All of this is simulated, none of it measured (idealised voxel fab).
The name of this process module is voxel capacitor over wiring.
This is section cut - it's 285 nm across, gridded in 5 nm square cells.
How to read a cross-section here: the picture is a grid of square cells, written as bands going from the top down, and any band can span one or more rows of cells.
Read a band's entry like this: the first values are the height of its top and the height of its bottom in nm, and what follows is the sequence of materials from left to right, each with its width in nm. Note that "empty" is empty space, and that a single material marked "full width" reaches across the band from edge to edge.
Beneath 0, the wafer as received is one material, and that level is where height counting begins. The lowest band goes on downward without a bottom; it is written like "z 0 and below".
A width such as "30..40" changes by the same amount from each row of cells to the next, from the band's top row to its bottom row.
"nothing different" for a step: no cell of the cross-section changed in that step.
"Closed void roster" lists enclosed empty spaces (at least 8 cells, no open path upward to the top), each as width x height at distance from the left edge, in nm.
Formally, on a step line, whatever follows the settings is a remark that the simulator itself makes on the step.
You can add "overlay nm" to a step's line. For a step with a mask, it describes how far the mask lay to the right of its planned position, and a negative number describes a lay to the left.
List of planned process steps:
1 RECEIVE (material Si)
2 CONFORMAL_DEP (material SiO2; thk nm 10)
3 CONFORMAL_DEP (material SiN; thk nm 5)
4 DIRECTIONAL_DEP (material SiO2; thk nm 20)
5 MASKED_ETCH (tone open; mask id METAL_1; width nm 30; pitch nm 90; etch materials SiO2; depth nm 20; overlay nm 0)
6 MASKED_ETCH (tone open; mask id METAL_1; width nm 30; pitch nm 90; etch materials SiN; depth nm 5; overlay nm 0)
7 CONFORMAL_DEP (material TiN; thk nm 5)
8 FILL_DEP (material W; thk nm 5)
9 CMP (height nm 35)
10 CONFORMAL_DEP (material SiCN; thk nm 5)
11 DIRECTIONAL_DEP (material SiO2; thk nm 15)
12 PATTERN (tone open; mask id PLUG_1; material resist; width nm 15; thk nm 15; overlay nm 0)
13 DIRECTIONAL_ETCH (etch materials SiO2; depth nm 15)
14 DIRECTIONAL_ETCH (etch materials SiCN; depth nm 5)
15 STRIP (etch materials resist)
16 EPI (material Ru; thk nm 10)
17 EPI (material Ru; thk nm 10)
18 DIRECTIONAL_DEP (material TiN; thk nm 10)
19 DIRECTIONAL_DEP (material SiN; thk nm 5)
20 DIRECTIONAL_DEP (material TiN; thk nm 5)
21 DIRECTIONAL_DEP (material aC; thk nm 15)
22 PATTERN (tone cover; mask id UPPER_PLATE; material resist; width nm 65; thk nm 30; overlay nm 0)
23 DIRECTIONAL_ETCH (etch materials aC; depth nm 15)
24 STRIP (etch materials resist)
25 DIRECTIONAL_ETCH (etch materials TiN; depth nm 5)
26 DIRECTIONAL_ETCH (etch materials SiN; depth nm 5)
27 STRIP (etch materials aC)
28 DIRECTIONAL_DEP (material aC; thk nm 15)
29 PATTERN (tone cover; mask id LOWER_PLATE; material resist; width nm 75; thk nm 35; overlay nm 0)
30 DIRECTIONAL_ETCH (etch materials aC; depth nm 15)
31 STRIP (etch materials resist)
32 DIRECTIONAL_ETCH (etch materials TiN; depth nm 10)
33 STRIP (etch materials aC)
34 FILL_DEP (material SiO2; thk nm 15)
35 CMP (height nm 85)
36 DIRECTIONAL_DEP (material aC; thk nm 15)
37 PATTERN (tone open; mask id PLUG_2; material resist; width nm 15; thk nm 35; overlay nm 0)
38 DIRECTIONAL_ETCH (etch materials aC; depth nm 15)
39 STRIP (etch materials resist)
40 DIRECTIONAL_ETCH (etch materials SiO2; depth nm 10)
41 STRIP (etch materials aC)
42 CONFORMAL_DEP (material TiN; thk nm 5)
43 FILL_DEP (material Ru; thk nm 5)
44 CMP (height nm 85)
45 CONFORMAL_DEP (material SiN; thk nm 5)
Run as planned: first of two wafers:
Received-state cross-section, reflecting completion of step 1:
	z 0 and below  Si full width
	Closed void roster: none
Cross-section of the wafer subsequent to step 2:
	z 10 to 0  SiO2 full width
	Anything lower than 0 is untouched.
Cross-section of the wafer subsequent to step 3:
	z 15 to 10  SiN full width
	Anything lower than 10 is untouched.
Cross-section of the wafer subsequent to step 4:
	z 35 to 15  SiO2 full width
	Anything lower than 15 is untouched.
Cross-section of the wafer subsequent to step 5:
	z 35 to 15  80 of SiO2 | 30 of empty | 60 of SiO2 | 30 of empty | 85 of SiO2
	Anything lower than 15 is untouched.
Cross-section of the wafer subsequent to step 6:
	z 35 to 15  80 of SiO2 | 30 of empty | 60 of SiO2 | 30 of empty | 85 of SiO2
	z 15 to 10  80 of SiN | 30 of empty | 60 of SiN | 30 of empty | 85 of SiN
	Anything lower than 10 is untouched.
Cross-section of the wafer subsequent to step 7:
	z 40 to 35  85 of TiN | 20 of empty | 70 of TiN | 20 of empty | 90 of TiN
	z 35 to 15  80 of SiO2 | 5 of TiN | 20 of empty | 5 of TiN | 60 of SiO2 | 5 of TiN | 20 of empty | 5 of TiN | 85 of SiO2
	z 15 to 10  80 of SiN | 30 of TiN | 60 of SiN | 30 of TiN | 85 of SiN
	Anything lower than 10 is untouched.
Cross-section of the wafer subsequent to step 8:
	z 45 to 40  W full width
	z 40 to 35  85 of TiN | 20 of W | 70 of TiN | 20 of W | 90 of TiN
	z 35 to 15  80 of SiO2 | 5 of TiN | 20 of W | 5 of TiN | 60 of SiO2 | 5 of TiN | 20 of W | 5 of TiN | 85 of SiO2
	Anything lower than 15 is untouched.
Cross-section of the wafer subsequent to step 9:
	z 35 to 15  80 of SiO2 | 5 of TiN | 20 of W | 5 of TiN | 60 of SiO2 | 5 of TiN | 20 of W | 5 of TiN | 85 of SiO2
	Anything lower than 15 is untouched.
Cross-section of the wafer subsequent to step 10:
	z 40 to 35  SiCN full width
	Anything lower than 35 is untouched.
Cross-section of the wafer subsequent to step 11:
	z 55 to 40  SiO2 full width
	Anything lower than 40 is untouched.
Cross-section of the wafer subsequent to step 12:
	z 70 to 55  95 of resist | 15 of empty | 175 of resist
	Anything lower than 55 is untouched.
Cross-section of the wafer subsequent to step 13:
	z 70 to 55  95 of resist | 15 of empty | 175 of resist
	z 55 to 40  95 of SiO2 | 15 of empty | 175 of SiO2
	Anything lower than 40 is untouched.
Cross-section of the wafer subsequent to step 14:
	z 70 to 55  95 of resist | 15 of empty | 175 of resist
	z 55 to 40  95 of SiO2 | 15 of empty | 175 of SiO2
	z 40 to 35  95 of SiCN | 15 of empty | 175 of SiCN
	Anything lower than 35 is untouched.
Cross-section of the wafer subsequent to step 15:
	z 55 to 40  95 of SiO2 | 15 of empty | 175 of SiO2
	Anything lower than 40 is untouched.
Cross-section of the wafer subsequent to step 16:
	z 55 to 45  95 of SiO2 | 15 of empty | 175 of SiO2
	z 45 to 40  95 of SiO2 | 15 of Ru | 175 of SiO2
	z 40 to 35  95 of SiCN | 15 of Ru | 175 of SiCN
	Anything lower than 35 is untouched.
Cross-section of the wafer subsequent to step 17:
	z 55 to 40  95 of SiO2 | 15 of Ru | 175 of SiO2
	Anything lower than 40 is untouched.
Cross-section of the wafer subsequent to step 18:
	z 65 to 55  TiN full width
	Anything lower than 55 is untouched.
Cross-section of the wafer subsequent to step 19:
	z 70 to 65  SiN full width
	Anything lower than 65 is untouched.
Cross-section of the wafer subsequent to step 20:
	z 75 to 70  TiN full width
	Anything lower than 70 is untouched.
Cross-section of the wafer subsequent to step 21:
	z 90 to 75  aC full width
	Anything lower than 75 is untouched.
Cross-section of the wafer subsequent to step 22:
	z 120 to 90  95 of empty | 65 of resist | 125 of empty
	Anything lower than 90 is untouched.
Cross-section of the wafer subsequent to step 23:
	z 105 to 90  95 of empty | 65 of resist | 125 of empty
	z 90 to 75  95 of empty | 65 of aC | 125 of empty
	Anything lower than 75 is untouched.
Cross-section of the wafer subsequent to step 24:
	z 90 to 75  95 of empty | 65 of aC | 125 of empty
	Anything lower than 75 is untouched.
Cross-section of the wafer subsequent to step 25:
	z 90 to 75  95 of empty | 65 of aC | 125 of empty
	z 75 to 70  95 of empty | 65 of TiN | 125 of empty
	Anything lower than 70 is untouched.
Cross-section of the wafer subsequent to step 26:
	z 90 to 75  95 of empty | 65 of aC | 125 of empty
	z 75 to 70  95 of empty | 65 of TiN | 125 of empty
	z 70 to 65  95 of empty | 65 of SiN | 125 of empty
	Anything lower than 65 is untouched.
Cross-section of the wafer subsequent to step 27:
	z 75 to 70  95 of empty | 65 of TiN | 125 of empty
	Anything lower than 70 is untouched.
Cross-section of the wafer subsequent to step 28:
	z 90 to 80  95 of empty | 65 of aC | 125 of empty
	z 80 to 75  aC full width
	z 75 to 70  95 of aC | 65 of TiN | 125 of aC
	z 70 to 65  95 of aC | 65 of SiN | 125 of aC
	Anything lower than 65 is untouched.
Cross-section of the wafer subsequent to step 29:
	z 125 to 90  90 of empty | 75 of resist | 120 of empty
	z 90 to 80  90 of empty | 5 of resist | 65 of aC | 5 of resist | 120 of empty
	Anything lower than 80 is untouched.
Cross-section of the wafer subsequent to step 30:
	z 110 to 90  90 of empty | 75 of resist | 120 of empty
	z 90 to 80  90 of empty | 5 of resist | 65 of aC | 5 of resist | 120 of empty
	z 80 to 75  90 of empty | 75 of aC | 120 of empty
	z 75 to 70  90 of empty | 5 of aC | 65 of TiN | 5 of aC | 120 of empty
	z 70 to 65  90 of empty | 5 of aC | 65 of SiN | 5 of aC | 120 of empty
	Anything lower than 65 is untouched.
Cross-section of the wafer subsequent to step 31:
	z 90 to 80  95 of empty | 65 of aC | 125 of empty
	Anything lower than 80 is untouched.
Cross-section of the wafer subsequent to step 32:
	z 90 to 80  95 of empty | 65 of aC | 125 of empty
	z 80 to 75  90 of empty | 75 of aC | 120 of empty
	z 75 to 70  90 of empty | 5 of aC | 65 of TiN | 5 of aC | 120 of empty
	z 70 to 65  90 of empty | 5 of aC | 65 of SiN | 5 of aC | 120 of empty
	z 65 to 55  90 of empty | 75 of TiN | 120 of empty
	Anything lower than 55 is untouched.
Cross-section of the wafer subsequent to step 33:
	z 75 to 70  95 of empty | 65 of TiN | 125 of empty
	z 70 to 65  95 of empty | 65 of SiN | 125 of empty
	Anything lower than 65 is untouched.
Cross-section of the wafer subsequent to step 34:
	z 90 to 75  SiO2 full width
	z 75 to 70  95 of SiO2 | 65 of TiN | 125 of SiO2
	z 70 to 65  95 of SiO2 | 65 of SiN | 125 of SiO2
	z 65 to 55  90 of SiO2 | 75 of TiN | 120 of SiO2
	Anything lower than 55 is untouched.
Cross-section of the wafer subsequent to step 35:
	z 85 to 75  SiO2 full width
	Anything lower than 75 is untouched.
Cross-section of the wafer subsequent to step 36:
	z 100 to 85  aC full width
	Anything lower than 85 is untouched.
Cross-section of the wafer subsequent to step 37:
	z 135 to 100  105 of resist | 15 of empty | 165 of resist
	Anything lower than 100 is untouched.
Cross-section of the wafer subsequent to step 38:
	z 120 to 100  105 of resist | 15 of empty | 165 of resist
	z 100 to 85  105 of aC | 15 of empty | 165 of aC
	Anything lower than 85 is untouched.
Cross-section of the wafer subsequent to step 39:
	z 100 to 85  105 of aC | 15 of empty | 165 of aC
	Anything lower than 85 is untouched.
Cross-section of the wafer subsequent to step 40:
	z 100 to 85  105 of aC | 15 of empty | 165 of aC
	z 85 to 75  105 of SiO2 | 15 of empty | 165 of SiO2
	Anything lower than 75 is untouched.
Cross-section of the wafer subsequent to step 41:
	z 85 to 75  105 of SiO2 | 15 of empty | 165 of SiO2
	Anything lower than 75 is untouched.
Cross-section of the wafer subsequent to step 42:
	z 90 to 85  110 of TiN | 5 of empty | 170 of TiN
	z 85 to 80  105 of SiO2 | 5 of TiN | 5 of empty | 5 of TiN | 165 of SiO2
	z 80 to 70  105..95 of SiO2 | 15..65 of TiN | 165..125 of SiO2
	Anything lower than 70 is untouched.
Cross-section of the wafer subsequent to step 43:
	z 95 to 90  Ru full width
	z 90 to 85  110 of TiN | 5 of Ru | 170 of TiN
	z 85 to 80  105 of SiO2 | 5 of TiN | 5 of Ru | 5 of TiN | 165 of SiO2
	Anything lower than 80 is untouched.
Cross-section of the wafer subsequent to step 44:
	z 85 to 80  105 of SiO2 | 5 of TiN | 5 of Ru | 5 of TiN | 165 of SiO2
	Anything lower than 80 is untouched.
Cross-section of the wafer subsequent to step 45:
	z 90 to 85  SiN full width
	Anything lower than 85 is untouched.
Here the second wafer is described. Its start and its plan were those of the first wafer. Its run contained one mistake. Up to and including step 2, it did exactly what the first wafer did:
Cross-sectional view of the second wafer at the intended end time of process step 3:
	z 25 to 10  SiN full width
	Anything lower than 10 is untouched.
Cross-sectional view of the second wafer at the intended end time of process step 4:
	z 45 to 25  SiO2 full width
	Anything lower than 25 is untouched.
Cross-sectional view of the second wafer at the intended end time of process step 5:
	z 45 to 25  80 of SiO2 | 30 of empty | 60 of SiO2 | 30 of empty | 85 of SiO2
	Anything lower than 25 is untouched.
Cross-sectional view of the second wafer at the intended end time of process step 6:
	z 45 to 25  80 of SiO2 | 30 of empty | 60 of SiO2 | 30 of empty | 85 of SiO2
	z 25 to 20  80 of SiN | 30 of empty | 60 of SiN | 30 of empty | 85 of SiN
	Anything lower than 20 is untouched.
Cross-sectional view of the second wafer at the intended end time of process step 7:
	z 50 to 45  85 of TiN | 20 of empty | 70 of TiN | 20 of empty | 90 of TiN
	z 45 to 25  80 of SiO2 | 5 of TiN | 20 of empty | 5 of TiN | 60 of SiO2 | 5 of TiN | 20 of empty | 5 of TiN | 85 of SiO2
	z 25 to 20  80 of SiN | 30 of TiN | 60 of SiN | 30 of TiN | 85 of SiN
	Anything lower than 20 is untouched.
Cross-sectional view of the second wafer at the intended end time of process step 8:
	z 55 to 50  W full width
	z 50 to 45  85 of TiN | 20 of W | 70 of TiN | 20 of W | 90 of TiN
	z 45 to 25  80 of SiO2 | 5 of TiN | 20 of W | 5 of TiN | 60 of SiO2 | 5 of TiN | 20 of W | 5 of TiN | 85 of SiO2
	Anything lower than 25 is untouched.
Cross-sectional view of the second wafer at the intended end time of process step 9:
	z 35 to 25  80 of SiO2 | 5 of TiN | 20 of W | 5 of TiN | 60 of SiO2 | 5 of TiN | 20 of W | 5 of TiN | 85 of SiO2
	Anything lower than 25 is untouched.
Cross-sectional view of the second wafer at the intended end time of process step 10:
	z 40 to 35  SiCN full width
	Anything lower than 35 is untouched.
Cross-sectional view of the second wafer at the intended end time of process step 11:
	z 55 to 40  SiO2 full width
	Anything lower than 40 is untouched.
Cross-sectional view of the second wafer at the intended end time of process step 12:
	z 70 to 55  95 of resist | 15 of empty | 175 of resist
	Anything lower than 55 is untouched.
Cross-sectional view of the second wafer at the intended end time of process step 13:
	z 70 to 55  95 of resist | 15 of empty | 175 of resist
	z 55 to 40  95 of SiO2 | 15 of empty | 175 of SiO2
	Anything lower than 40 is untouched.
Cross-sectional view of the second wafer at the intended end time of process step 14:
	z 70 to 55  95 of resist | 15 of empty | 175 of resist
	z 55 to 40  95 of SiO2 | 15 of empty | 175 of SiO2
	z 40 to 35  95 of SiCN | 15 of empty | 175 of SiCN
	Anything lower than 35 is untouched.
Cross-sectional view of the second wafer at the intended end time of process step 15:
	z 55 to 40  95 of SiO2 | 15 of empty | 175 of SiO2
	Anything lower than 40 is untouched.
Cross-sectional view of the second wafer at the intended end time of process step 16:
	z 55 to 45  95 of SiO2 | 15 of empty | 175 of SiO2
	z 45 to 40  95 of SiO2 | 15 of Ru | 175 of SiO2
	z 40 to 35  95 of SiCN | 15 of Ru | 175 of SiCN
	Anything lower than 35 is untouched.
Cross-sectional view of the second wafer at the intended end time of process step 17:
	z 55 to 40  95 of SiO2 | 15 of Ru | 175 of SiO2
	Anything lower than 40 is untouched.
Cross-sectional view of the second wafer at the intended end time of process step 18:
	z 65 to 55  TiN full width
	Anything lower than 55 is untouched.
Cross-sectional view of the second wafer at the intended end time of process step 19:
	z 70 to 65  SiN full width
	Anything lower than 65 is untouched.
Cross-sectional view of the second wafer at the intended end time of process step 20:
	z 75 to 70  TiN full width
	Anything lower than 70 is untouched.
Cross-sectional view of the second wafer at the intended end time of process step 21:
	z 90 to 75  aC full width
	Anything lower than 75 is untouched.
Cross-sectional view of the second wafer at the intended end time of process step 22:
	z 120 to 90  95 of empty | 65 of resist | 125 of empty
	Anything lower than 90 is untouched.
Cross-sectional view of the second wafer at the intended end time of process step 23:
	z 105 to 90  95 of empty | 65 of resist | 125 of empty
	z 90 to 75  95 of empty | 65 of aC | 125 of empty
	Anything lower than 75 is untouched.
Cross-sectional view of the second wafer at the intended end time of process step 24:
	z 90 to 75  95 of empty | 65 of aC | 125 of empty
	Anything lower than 75 is untouched.
Cross-sectional view of the second wafer at the intended end time of process step 25:
	z 90 to 75  95 of empty | 65 of aC | 125 of empty
	z 75 to 70  95 of empty | 65 of TiN | 125 of empty
	Anything lower than 70 is untouched.
Cross-sectional view of the second wafer at the intended end time of process step 26:
	z 90 to 75  95 of empty | 65 of aC | 125 of empty
	z 75 to 70  95 of empty | 65 of TiN | 125 of empty
	z 70 to 65  95 of empty | 65 of SiN | 125 of empty
	Anything lower than 65 is untouched.
Cross-sectional view of the second wafer at the intended end time of process step 27:
	z 75 to 70  95 of empty | 65 of TiN | 125 of empty
	Anything lower than 70 is untouched.
Cross-sectional view of the second wafer at the intended end time of process step 28:
	z 90 to 80  95 of empty | 65 of aC | 125 of empty
	z 80 to 75  aC full width
	z 75 to 70  95 of aC | 65 of TiN | 125 of aC
	z 70 to 65  95 of aC | 65 of SiN | 125 of aC
	Anything lower than 65 is untouched.
Cross-sectional view of the second wafer at the intended end time of process step 29:
	z 125 to 90  90 of empty | 75 of resist | 120 of empty
	z 90 to 80  90 of empty | 5 of resist | 65 of aC | 5 of resist | 120 of empty
	Anything lower than 80 is untouched.
Cross-sectional view of the second wafer at the intended end time of process step 30:
	z 110 to 90  90 of empty | 75 of resist | 120 of empty
	z 90 to 80  90 of empty | 5 of resist | 65 of aC | 5 of resist | 120 of empty
	z 80 to 75  90 of empty | 75 of aC | 120 of empty
	z 75 to 70  90 of empty | 5 of aC | 65 of TiN | 5 of aC | 120 of empty
	z 70 to 65  90 of empty | 5 of aC | 65 of SiN | 5 of aC | 120 of empty
	Anything lower than 65 is untouched.
Cross-sectional view of the second wafer at the intended end time of process step 31:
	z 90 to 80  95 of empty | 65 of aC | 125 of empty
	Anything lower than 80 is untouched.
Cross-sectional view of the second wafer at the intended end time of process step 32:
	z 90 to 80  95 of empty | 65 of aC | 125 of empty
	z 80 to 75  90 of empty | 75 of aC | 120 of empty
	z 75 to 70  90 of empty | 5 of aC | 65 of TiN | 5 of aC | 120 of empty
	z 70 to 65  90 of empty | 5 of aC | 65 of SiN | 5 of aC | 120 of empty
	z 65 to 55  90 of empty | 75 of TiN | 120 of empty
	Anything lower than 55 is untouched.
Cross-sectional view of the second wafer at the intended end time of process step 33:
	z 75 to 70  95 of empty | 65 of TiN | 125 of empty
	z 70 to 65  95 of empty | 65 of SiN | 125 of empty
	Anything lower than 65 is untouched.
Cross-sectional view of the second wafer at the intended end time of process step 34:
	z 90 to 75  SiO2 full width
	z 75 to 70  95 of SiO2 | 65 of TiN | 125 of SiO2
	z 70 to 65  95 of SiO2 | 65 of SiN | 125 of SiO2
	z 65 to 55  90 of SiO2 | 75 of TiN | 120 of SiO2
	Anything lower than 55 is untouched.
Cross-sectional view of the second wafer at the intended end time of process step 35:
	z 85 to 75  SiO2 full width
	Anything lower than 75 is untouched.
Cross-sectional view of the second wafer at the intended end time of process step 36:
	z 100 to 85  aC full width
	Anything lower than 85 is untouched.
Cross-sectional view of the second wafer at the intended end time of process step 37:
	z 135 to 100  105 of resist | 15 of empty | 165 of resist
	Anything lower than 100 is untouched.
Cross-sectional view of the second wafer at the intended end time of process step 38:
	z 120 to 100  105 of resist | 15 of empty | 165 of resist
	z 100 to 85  105 of aC | 15 of empty | 165 of aC
	Anything lower than 85 is untouched.
Cross-sectional view of the second wafer at the intended end time of process step 39:
	z 100 to 85  105 of aC | 15 of empty | 165 of aC
	Anything lower than 85 is untouched.
Cross-sectional view of the second wafer at the intended end time of process step 40:
	z 100 to 85  105 of aC | 15 of empty | 165 of aC
	z 85 to 75  105 of SiO2 | 15 of empty | 165 of SiO2
	Anything lower than 75 is untouched.
Cross-sectional view of the second wafer at the intended end time of process step 41:
	z 85 to 75  105 of SiO2 | 15 of empty | 165 of SiO2
	Anything lower than 75 is untouched.
Cross-sectional view of the second wafer at the intended end time of process step 42:
	z 90 to 85  110 of TiN | 5 of empty | 170 of TiN
	z 85 to 80  105 of SiO2 | 5 of TiN | 5 of empty | 5 of TiN | 165 of SiO2
	z 80 to 70  105..95 of SiO2 | 15..65 of TiN | 165..125 of SiO2
	Anything lower than 70 is untouched.
Cross-sectional view of the second wafer at the intended end time of process step 43:
	z 95 to 90  Ru full width
	z 90 to 85  110 of TiN | 5 of Ru | 170 of TiN
	z 85 to 80  105 of SiO2 | 5 of TiN | 5 of Ru | 5 of TiN | 165 of SiO2
	Anything lower than 80 is untouched.
Cross-sectional view of the second wafer at the intended end time of process step 44:
	z 85 to 80  105 of SiO2 | 5 of TiN | 5 of Ru | 5 of TiN | 165 of SiO2
	Anything lower than 80 is untouched.
Cross-sectional view of the second wafer at the intended end time of process step 45:
	z 90 to 85  SiN full width
	Anything lower than 85 is untouched.
What went wrong in running the wafer? contrary to plan, step 3 was performed as CONFORMAL_DEP (material SiN; thk nm 15)
Heads up, by the end the second wafer has more or fewer cells of some materials compared to the first: SiN +114 | SiO2 -90 | TiN -8 | W -16
